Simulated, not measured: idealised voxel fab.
Name of the process module below: voxel released beams
Cross-section cut: width 180 nm, square cells of 5 nm.
A cross-section in this document is a grid of square cells, and it is written down as bands, the top band listed before the ones below it; a band is made up of one or more rows of cells.
Quick guide to a band line: top height, bottom height (nm) up front; then every material left to right with its width in nm. Only one material and it's marked "all across"? Then it fills the band edge to edge. And "empty" just means empty space.
Heights from 0 (as-received wafer is one material below). Bottom band endless downward, as "z 0 and below".
You'd read "30 to 40" like this: the band's top row of cells is as wide as the first number, its bottom row is as wide as the second, and going down, every row changes width by the same amount as the row before did.
"identical to before" means the step left every cell of the cross-section as it was.
"Closed void listing" lists enclosed empty spaces (at least 8 cells, no open path upward to the top), each as width x height at distance from the left edge, in nm.
Anything after a step's settings on that line? It's the simulator's own note about the step.
overlay nm, on a step with a mask: how far to the right of its planned place the mask lay; to the left if negative

[The steps planned for the process are as follows]
- 1: RECEIVE, material Si
- 2: CONFORMAL_DEP, material SiN, thk nm 5
- 3: DIRECTIONAL_DEP, material SiO2, thk nm 10
- 4: DIRECTIONAL_DEP, material aC, thk nm 15
- 5: PATTERN, tone open, mask id ANCHOR, material resist, width nm 40, thk nm 35, overlay nm 0
- 6: DIRECTIONAL_ETCH, etch materials aC, depth nm 15
- 7: STRIP, etch materials resist
- 8: DIRECTIONAL_ETCH, etch materials SiO2, depth nm 10
- 9: STRIP, etch materials aC
- 10: CONFORMAL_DEP, material W, thk nm 15
- 11: DIRECTIONAL_DEP, material aC, thk nm 10
- 12: PATTERN, tone cover, mask id BEAM, material resist, width nm 100, thk nm 25, overlay nm 0
- 13: DIRECTIONAL_ETCH, etch materials aC, depth nm 10
- 14: STRIP, etch materials resist
- 15: DIRECTIONAL_ETCH, etch materials W, depth nm 15
- 16: STRIP, etch materials aC
- 17: STRIP, etch materials SiO2

[First of two wafers - as planned]

[Shown in cross-section is the wafer as received, that is, as it stands after step 1]
    z 0 and below | Si all across
    Closed void listing: none

[after step 2]
    z 5 to 0 | SiN all across
    Anything lower than 0 is untouched.

[after step 3]
    z 15 to 5 | SiO2 all across
    Anything lower than 5 is untouched.

[after step 4]
    z 30 to 15 | aC all across
    Anything lower than 15 is untouched.

[after step 5]
    z 65 to 30 | 40 of resist, 40 of empty, 100 of resist
    Anything lower than 30 is untouched.

[after step 6]
    z 50 to 30 | 40 of resist, 40 of empty, 100 of resist
    z 30 to 15 | 40 of aC, 40 of empty, 100 of aC
    Anything lower than 15 is untouched.

[after step 7]
    z 30 to 15 | 40 of aC, 40 of empty, 100 of aC
    Anything lower than 15 is untouched.

[after step 8]
    z 30 to 15 | 40 of aC, 40 of empty, 100 of aC
    z 15 to 5 | 40 of SiO2, 40 of empty, 100 of SiO2
    Anything lower than 5 is untouched.

[after step 9]
    z 15 to 5 | 40 of SiO2, 40 of empty, 100 of SiO2
    Anything lower than 5 is untouched.

[after step 10]
    z 30 to 20 | 55 of W, 10 of empty, 115 of W
    z 20 to 15 | W all across
    z 15 to 5 | 40 of SiO2, 40 of W, 100 of SiO2
    Anything lower than 5 is untouched.

[after step 11]
    z 40 to 30 | 55 of aC, 10 of empty, 115 of aC
    z 30 to 20 | 55 of W, 10 of aC, 115 of W
    Anything lower than 20 is untouched.

[after step 12]
    z 65 to 40 | 35 of empty, 100 of resist, 45 of empty
    z 40 to 30 | 55 of aC, 10 of resist, 115 of aC
    Anything lower than 30 is untouched.

[after step 13]
    z 55 to 40 | 35 of empty, 100 of resist, 45 of empty
    z 40 to 30 | 35 of empty, 20 of aC, 10 of resist, 70 of aC, 45 of empty
    Anything lower than 30 is untouched.

[after step 14]
    z 40 to 30 | 35 of empty, 20 of aC, 10 of empty, 70 of aC, 45 of empty
    Anything lower than 30 is untouched.

[after step 15]
    z 40 to 30 | 35 of empty, 20 of aC, 10 of empty, 70 of aC, 45 of empty
    z 30 to 20 | 35 of empty, 20 of W, 10 of aC, 70 of W, 45 of empty
    z 20 to 15 | 35 of empty, 100 of W, 45 of empty
    Anything lower than 15 is untouched.

[after step 16]
    z 30 to 20 | 35 of empty, 20 of W, 10 of empty, 70 of W, 45 of empty
    Anything lower than 20 is untouched.

[after step 17]
    z 30 to 20 | 35 of empty, 20 of W, 10 of empty, 70 of W, 45 of empty
    z 20 to 15 | 35 of empty, 100 of W, 45 of empty
    z 15 to 5 | 40 of empty, 40 of W, 100 of empty
    Anything lower than 5 is untouched.

[Second wafer, same starting state and plan as the first, one mistake in the run, identical through step 9]

[Planned end of step 10: second wafer, cross-section]
    z 45 to 15 | W all across
    z 15 to 5 | 40 of SiO2, 40 of W, 100 of SiO2
    Anything lower than 5 is untouched.

[Planned end of step 11: second wafer, cross-section]
    z 55 to 45 | aC all across
    Anything lower than 45 is untouched.

[Planned end of step 12: second wafer, cross-section]
    z 80 to 55 | 35 of empty, 100 of resist, 45 of empty
    Anything lower than 55 is untouched.

[Planned end of step 13: second wafer, cross-section]
    z 70 to 55 | 35 of empty, 100 of resist, 45 of empty
    z 55 to 45 | 35 of empty, 100 of aC, 45 of empty
    Anything lower than 45 is untouched.

[Planned end of step 14: second wafer, cross-section]
    z 55 to 45 | 35 of empty, 100 of aC, 45 of empty
    Anything lower than 45 is untouched.

[Planned end of step 15: second wafer, cross-section]
    z 55 to 45 | 35 of empty, 100 of aC, 45 of empty
    z 45 to 30 | 35 of empty, 100 of W, 45 of empty
    Anything lower than 30 is untouched.

[Planned end of step 16: second wafer, cross-section]
    z 45 to 30 | 35 of empty, 100 of W, 45 of empty
    Anything lower than 30 is untouched.

Planned end of step 17: second wafer, cross-section: identical to before
Misprocessing identified: step 10 from the plan got run twice
Final comparison by cell count, materials where the second wafer has more or fewer than the first: SiO2: 56 more, W: 112 more
